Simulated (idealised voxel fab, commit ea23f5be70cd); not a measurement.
voxel released beams: a process module
Square cell edge 5 nm, section width 240 nm, ID cut.
If you're reading a cross-section in this doc, picture square cells in a grid; it comes to you as bands, top ones listed first down to the bottom, and a band can be one or more rows of cells.
First you get the band's top height and its bottom height, in nm, and then the materials it's made of, left to right, with each width in nm. If you see a single material with "all across", that one covers the band edge to edge. "blank" is empty space.
All heights in this document are referenced to 0, defined as the level beneath which the wafer, as received, consists entirely of one material. The lowest band is not bounded below; it extends indefinitely downward and is written in the form "0 -> down".
The two numbers in a width such as "30..40" mark its ends across the band: the first belongs to the top row of cells, the second to the bottom row, and from each row to the next the width moves by the same amount.
Reading "no change" for a step: not a cell of the cross-section changed in it.
"Fully enclosed voids" enumerates empty spaces isolated from the top, with no open way to it, that contain at least 8 cells, giving each as width x height at distance from the left edge, all three in nm.
Note: text after step settings on the step line = simulator remark on that step.
"overlay nm", when on a step's line for a step with a mask, measures how far to the right of its planned place the mask lay; a negative measure means to the left.
Steps planned for the process
step 1: op RECEIVE | material Si
step 2: op CONFORMAL_DEP | material Al2O3 | thk nm 5
step 3: op DIRECTIONAL_DEP | material SiO2 | thk nm 20
step 4: op DIRECTIONAL_DEP | material aC | thk nm 15
step 5: op PATTERN | tone open | mask id ANCHOR | material resist | width nm 45 | thk nm 35 | overlay nm 0
step 6: op DIRECTIONAL_ETCH | etch materials aC | depth nm 15
step 7: op STRIP | etch materials resist
step 8: op DIRECTIONAL_ETCH | etch materials SiO2 | depth nm 20
step 9: op STRIP | etch materials aC
step 10: op CONFORMAL_DEP | material polySi | thk nm 15
step 11: op MASKED_ETCH | tone cover | mask id BEAM | width nm 100 | etch materials polySi | depth nm 15 | overlay nm 0
step 12: op STRIP | etch materials SiO2
The first of two wafers, run as planned
So this is the incoming wafer in cross-section - it's already been through step 1
> 0 -> down | Si all across
> Fully enclosed voids: none
Wafer section view after processing step 2
> 5 -> 0 | Al2O3 all across
> Anything lower than 0 is untouched.
Wafer section view after processing step 3
> 25 -> 5 | SiO2 all across
> Anything lower than 5 is untouched.
Wafer section view after processing step 4
> 40 -> 25 | aC all across
> Anything lower than 25 is untouched.
Wafer section view after processing step 5
> 75 -> 40 | resist=70 | blank=45 | resist=125
> Anything lower than 40 is untouched.
Wafer section view after processing step 6
> 60 -> 40 | resist=70 | blank=45 | resist=125
> 40 -> 25 | aC=70 | blank=45 | aC=125
> Anything lower than 25 is untouched.
Wafer section view after processing step 7
> 40 -> 25 | aC=70 | blank=45 | aC=125
> Anything lower than 25 is untouched.
Wafer section view after processing step 8
> 40 -> 25 | aC=70 | blank=45 | aC=125
> 25 -> 5 | SiO2=70 | blank=45 | SiO2=125
> Anything lower than 5 is untouched.
Wafer section view after processing step 9
> 25 -> 5 | SiO2=70 | blank=45 | SiO2=125
> Anything lower than 5 is untouched.
Wafer section view after processing step 10
> 40 -> 25 | polySi=85 | blank=15 | polySi=140
> 25 -> 20 | SiO2=70 | polySi=15 | blank=15 | polySi=15 | SiO2=125
> 20 -> 5 | SiO2=70 | polySi=45 | SiO2=125
> Anything lower than 5 is untouched.
Wafer section view after processing step 11
> 40 -> 25 | blank=65 | polySi=20 | blank=15 | polySi=65 | blank=75
> Anything lower than 25 is untouched.
Wafer section view after processing step 12
> 40 -> 25 | blank=65 | polySi=20 | blank=15 | polySi=65 | blank=75
> 25 -> 20 | blank=70 | polySi=15 | blank=15 | polySi=15 | blank=125
> 20 -> 5 | blank=70 | polySi=45 | blank=125
> Anything lower than 5 is untouched.
The remaining wafer, second of the two, started like the first and was run to the same plan, except that one mistake was made along the way; the two coincide through step 10, inclusive
Cross-sectional representation of the second wafer at the time designated in the plan for the completion of step 11
> 40 -> 25 | blank=70 | polySi=15 | blank=15 | polySi=60 | blank=80
> Anything lower than 25 is untouched.
Cross-sectional representation of the second wafer at the time designated in the plan for the completion of step 12
> 40 -> 25 | blank=70 | polySi=15 | blank=15 | polySi=60 | blank=80
> 25 -> 20 | blank=70 | polySi=15 | blank=15 | polySi=15 | blank=125
> 20 -> 5 | blank=70 | polySi=45 | blank=125
> Anything lower than 5 is untouched.
Short version of what went wrong: planned and actual differ for step 11; actual: op MASKED_ETCH | tone cover | mask id BEAM | width nm 90 | etch materials polySi | depth nm 15 | overlay nm 0
Final tally in cells, some materials are higher or lower on the second wafer than on the first: polySi -6
